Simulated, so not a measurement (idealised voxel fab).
The document below concerns the process module designated voxel double patterning.
The cross-section shown here is cut; it is 300 nm wide and divided into square cells measuring 5 nm on a side.
In this document a cross-section is written as a grid of square cells. It is given as a series of bands, listed from the top down, and a band is one or more rows of cells. Heights first: top, then bottom, in nm. Then materials, left to right, each with a width in nm. "throughout" on a single material: fills the band edge to edge. "blank": empty space. Heights are measured from 0, the level below which the as-received wafer is all one material; the lowest band has no bottom and continues downward, written as in "0 -> down". Think of "30->40" as a width that walks from the first number to the second as you go down the band, top row to bottom row, taking equal-sized steps from row to row. Where a step carries "everything unchanged", the cross-section came out of it unchanged, cell for cell. Empty spaces counting at least 8 cells and having no open way to the top are listed in "Closed internal cavities". The notation width x height at distance is used for each, the distance being from the left edge and all three values in nm. That trailing text on a step's line, after the settings, is the simulator's own remark on the step. overlay nm: step with mask; distance mask lay right of planned place; negative value = left of planned place.
**List of planned process steps**
- 1: RECEIVE, material Si
- 2: CONFORMAL_DEP, material SiN, thk nm 5
- 3: DIRECTIONAL_DEP, material SiO2, thk nm 20
- 4: DIRECTIONAL_DEP, material SiCN, thk nm 10
- 5: DIRECTIONAL_DEP, material aC, thk nm 10
- 6: PATTERN, tone open, mask id FIRST, material resist, width nm 15, pitch nm 50, thk nm 25, overlay nm 0
- 7: DIRECTIONAL_ETCH, etch materials aC, depth nm 10
- 8: STRIP, etch materials resist
- 9: DIRECTIONAL_ETCH, etch materials SiCN, depth nm 10
- 10: STRIP, etch materials aC
- 11: DIRECTIONAL_DEP, material aC, thk nm 10
- 12: PATTERN, tone open, mask id SECOND, material resist, width nm 15, pitch nm 50, thk nm 30, overlay nm 0
- 13: DIRECTIONAL_ETCH, etch materials aC, depth nm 10
- 14: STRIP, etch materials resist
- 15: DIRECTIONAL_ETCH, etch materials SiCN, depth nm 10
- 16: STRIP, etch materials aC
- 17: DIRECTIONAL_ETCH, etch materials SiO2, depth nm 20
- 18: STRIP, etch materials SiCN
**Here's what the wafer looked like in cross-section when it arrived - that's after step 1**
0 -> down = Si throughout
Closed internal cavities: none
**First of two wafers at the end of the module, shown in cross-section; run carried out as planned**
25 -> 5 = SiO2: 90, blank: 15, SiO2: 10, blank: 15, SiO2: 10, blank: 15, SiO2: 10, blank: 15, SiO2: 10, blank: 15, SiO2: 95
5 -> 0 = SiN throughout
0 -> down = Si throughout
Closed internal cavities: none
**Wafer two, sectioned after the module: the first wafer's start, the first wafer's plan, and one mistake in how it was run**
25 -> 5 = SiO2: 95, blank: 15, SiO2: 5, blank: 15, SiO2: 15, blank: 15, SiO2: 5, blank: 15, SiO2: 15, blank: 15, SiO2: 90
5 -> 0 = SiN throughout
0 -> down = Si throughout
Closed internal cavities: none
So what did we get wrong on this run? step 6 ran with different settings than intended, the actual operation and settings being PATTERN, tone open, mask id FIRST, material resist, width nm 15, pitch nm 50, thk nm 25, overlay nm 5
Matching per-material cell counts, mismatched positions: that is how the second wafer compares with the first at the end.
